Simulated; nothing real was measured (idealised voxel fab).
Presented below is a process module, voxel capacitor over wiring.
230 nm wide, 5 nm square cells: that's cross-section cut.
Cross-sections here: square-cell grids, written as top-down lists of bands, a band being one or more rows of cells. Band entry format. Leading values: height of top, height of bottom, nm. Remainder: materials in left-to-right order, each with its width in nm. Special words: "full width" on a single material, which then fills the band edge to edge; "air", empty space. Below 0: as-received wafer, all one material; heights counted from there. Lowest band: no bottom, goes on down, written "0 -> down". The expression "30..40" gives the width at the extremes of the band, the first number at its top row of cells and the second at its bottom row, with the width changing by equal amounts from each row to the next in between. When a step is marked "left unchanged", none of the cells in the cross-section changed during that step. The list in "Fully closed voids" covers empty spaces of 8 cells or more that cannot reach the top through any open way, and it gives each as width x height at distance; the distance is from the left edge, and width, height and distance are in nm. Whatever follows a step's settings on its line is a remark the simulator itself makes about that step. A step's line can hold "overlay nm"; with a mask on that step, the setting says how far right of the planned place the mask lay, while a negative setting says it lay to the left.

# The steps planned for the process are as follows
1. RECEIVE | material Si
2. CONFORMAL_DEP | material SiO2 | thk nm 15
3. DIRECTIONAL_DEP | material TiN | thk nm 5
4. DIRECTIONAL_DEP | material Ru | thk nm 15
5. PATTERN | tone cover | mask id METAL_1 | material resist | width nm 25 | pitch nm 80 | thk nm 20 | overlay nm 0
6. DIRECTIONAL_ETCH | etch materials Ru | depth nm 15
7. DIRECTIONAL_ETCH | etch materials TiN | depth nm 5
8. STRIP | etch materials resist
9. FILL_DEP | material lowk | thk nm 10
10. CMP | height nm 35
11. CONFORMAL_DEP | material SiCN | thk nm 5
12. DIRECTIONAL_DEP | material lowk | thk nm 20
13. DIRECTIONAL_DEP | material aC | thk nm 10
14. PATTERN | tone open | mask id PLUG_1 | material resist | width nm 15 | thk nm 30 | overlay nm 0
15. DIRECTIONAL_ETCH | etch materials aC | depth nm 10
16. STRIP | etch materials resist
17. DIRECTIONAL_ETCH | etch materials lowk | depth nm 20
18. DIRECTIONAL_ETCH | etch materials SiCN | depth nm 5
19. STRIP | etch materials aC
20. CONFORMAL_DEP | material TiN | thk nm 5
21. FILL_DEP | material Ru | thk nm 5
22. CMP | height nm 60
23. DIRECTIONAL_DEP | material TiN | thk nm 10
24. DIRECTIONAL_DEP | material Al2O3 | thk nm 5
25. DIRECTIONAL_DEP | material TiN | thk nm 5
26. MASKED_ETCH | tone cover | mask id UPPER_PLATE | width nm 60 | etch materials TiN | depth nm 5 | overlay nm 0
27. MASKED_ETCH | tone cover | mask id UPPER_PLATE | width nm 60 | etch materials Al2O3 | depth nm 5 | overlay nm 0
28. MASKED_ETCH | tone cover | mask id LOWER_PLATE | width nm 70 | etch materials TiN | depth nm 10 | overlay nm 0
29. FILL_DEP | material SiO2 | thk nm 15
30. CMP | height nm 90
31. DIRECTIONAL_DEP | material aC | thk nm 10
32. PATTERN | tone open | mask id PLUG_2 | material resist | width nm 15 | thk nm 25 | overlay nm 0
33. DIRECTIONAL_ETCH | etch materials aC | depth nm 10
34. STRIP | etch materials resist
35. DIRECTIONAL_ETCH | etch materials SiO2 | depth nm 10
36. STRIP | etch materials aC
37. CONFORMAL_DEP | material TiN | thk nm 5
38. FILL_DEP | material Ru | thk nm 5
39. CMP | height nm 90
40. CONFORMAL_DEP | material SiCN | thk nm 5

# The cross-section here shows the wafer as received, i.e. in its state after step 1
> 0 -> down  Si full width
> Fully closed voids: none

# Here's the cross-section of the first of our two wafers at the end of the module - it ran as planned
> 95 -> 90  SiCN full width
> 90 -> 85  80 SiO2  5 TiN  5 Ru  5 TiN  135 SiO2
> 85 -> 75  80..70 SiO2  15..60 TiN  135..100 SiO2
> 75 -> 70  70 SiO2  60 Al2O3  100 SiO2
> 70 -> 60  65 SiO2  70 TiN  95 SiO2
> 60 -> 40  70 lowk  5 TiN  5 Ru  5 TiN  145 lowk
> 40 -> 35  70 SiCN  15 TiN  145 SiCN
> 35 -> 20  60 lowk  25 Ru  55 lowk  25 Ru  65 lowk
> 20 -> 15  60 lowk  25 TiN  55 lowk  25 TiN  65 lowk
> 15 -> 0  SiO2 full width
> 0 -> down  Si full width
> Fully closed voids: none

# Here's the second of our two wafers sectioned at module end. Same start as the first, same plan, but one mistake got made running it
> 95 -> 90  SiCN full width
> 90 -> 85  80 SiO2  5 TiN  5 Ru  5 TiN  135 SiO2
> 85 -> 80  80 SiO2  15 TiN  135 SiO2
> 80 -> 75  SiO2 full width
> 75 -> 70  70 SiO2  60 Al2O3  100 SiO2
> 70 -> 60  65 SiO2  70 TiN  95 SiO2
> 60 -> 40  70 lowk  5 TiN  5 Ru  5 TiN  145 lowk
> 40 -> 35  70 SiCN  15 TiN  145 SiCN
> 35 -> 20  60 lowk  25 Ru  55 lowk  25 Ru  65 lowk
> 20 -> 15  60 lowk  25 TiN  55 lowk  25 TiN  65 lowk
> 15 -> 0  SiO2 full width
> 0 -> down  Si full width
> Fully closed voids: none
Misprocessing identified: the plan's step 25 went unexecuted, having been skipped
Once processing is complete, comparing cell counts shows that the second wafer has more or fewer of certain materials than the first: SiO2: 12 more | TiN: 12 fewer
